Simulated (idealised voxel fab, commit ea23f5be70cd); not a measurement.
voxel self aligned vias: a process module
Displayed cross-section: cut, width of 295 nm, square cells sized 5 nm.
A cross-section in this document is a grid of square cells, and it is written down as bands, the top band listed before the ones below it; a band is made up of one or more rows of cells.
What a band's entry tells you: where the top is and where the bottom is, as heights in nm, and after that what lies inside, material by material from left to right, each with its width in nm. Empty space is written as the word "empty", and a single material marked with the word "throughout" occupies the band from edge to edge.
Basically, 0 is our baseline, since under it the wafer straight out of the box is all one material. The bottom band has no lower end and keeps on going down, so it looks like "from 0 down".
The notation "30..40" denotes a width that varies across the rows of cells in the band, beginning at the first number in the top row, finishing at the second number in the bottom row, and changing by an identical amount from each row to the next.
Where the words "no alterations made" appear for a step, the cross-section shows no cell changed by that step; every cell remained as before.
You'll see "Enclosed internal voids" listing empty spaces that have no way open to the top, as long as they're 8 cells or more; the notation is width x height at distance, where the distance is from the left edge, and all of it is in nm.
Post-settings text on a step line: simulator's own remark regarding the step.
overlay nm: right-of-plan distance of the mask on a masked step; negative values mean left-of-plan.
Steps in the process plan:
1. RECEIVE,material Si
2. CONFORMAL_DEP,material SiO2,thk nm 10
3. CONFORMAL_DEP,material SiCN,thk nm 5
4. DIRECTIONAL_DEP,material SiO2,thk nm 25
5. MASKED_ETCH,tone open,mask id LINES,width nm 20,pitch nm 55,etch materials SiO2,depth nm 25,overlay nm 0
6. CONFORMAL_DEP,material TiN,thk nm 5
7. FILL_DEP,material W,thk nm 10
8. CMP,height nm 40
9. SELECTIVE_ETCH,etch materials W Ru TiN,depth nm 10
10. FILL_DEP,material SiN,thk nm 10
11. CMP,height nm 40
12. DIRECTIONAL_DEP,material SiO2,thk nm 20
13. MASKED_ETCH,tone open,mask id VIAS,width nm 40,pitch nm 55,etch materials SiO2,depth nm 20,overlay nm 0
14. MASKED_ETCH,tone open,mask id VIAS,width nm 40,pitch nm 55,etch materials SiN,depth nm 10,overlay nm 0
15. CONFORMAL_DEP,material TiN,thk nm 5
16. FILL_DEP,material Cu,thk nm 10
17. CMP,height nm 60
18. CONFORMAL_DEP,material SiCN,thk nm 5
Cross-section of the wafer as it came to us, i.e., already through step 1:
  from 0 down | Si throughout
  Enclosed internal voids: none
One mistake in running the module, otherwise start and plan as above: cross-section at the end:
  from 65 to 60 | SiN throughout
  from 60 to 45 | 70 SiO2 | 5 TiN | 30 Cu | 5 TiN | 15 SiO2 | 5 TiN | 30 Cu | 5 TiN | 15 SiO2 | 5 TiN | 30 Cu | 5 TiN | 75 SiO2
  from 45 to 35 | 70..80 SiO2 | 15..5 TiN | 10 Cu | 15..5 TiN | 15..35 SiO2 | 15..5 TiN | 10 Cu | 15..5 TiN | 15..35 SiO2 | 15..5 TiN | 10 Cu | 15..5 TiN | 75..85 SiO2
  from 35 to 30 | 80 SiO2 | 20 TiN | 35 SiO2 | 20 TiN | 35 SiO2 | 20 TiN | 85 SiO2
  from 30 to 20 | 80 SiO2 | 5 TiN | 10 W | 5 TiN | 35 SiO2 | 5 TiN | 10 W | 5 TiN | 35 SiO2 | 5 TiN | 10 W | 5 TiN | 85 SiO2
  from 20 to 15 | 80 SiO2 | 20 TiN | 35 SiO2 | 20 TiN | 35 SiO2 | 20 TiN | 85 SiO2
  from 15 to 10 | SiCN throughout
  from 10 to 0 | SiO2 throughout
  from 0 down | Si throughout
  Enclosed internal voids: none
What was done differently from what was planned? step 18: run off-plan, actual operation and settings CONFORMAL_DEP,material SiN,thk nm 5
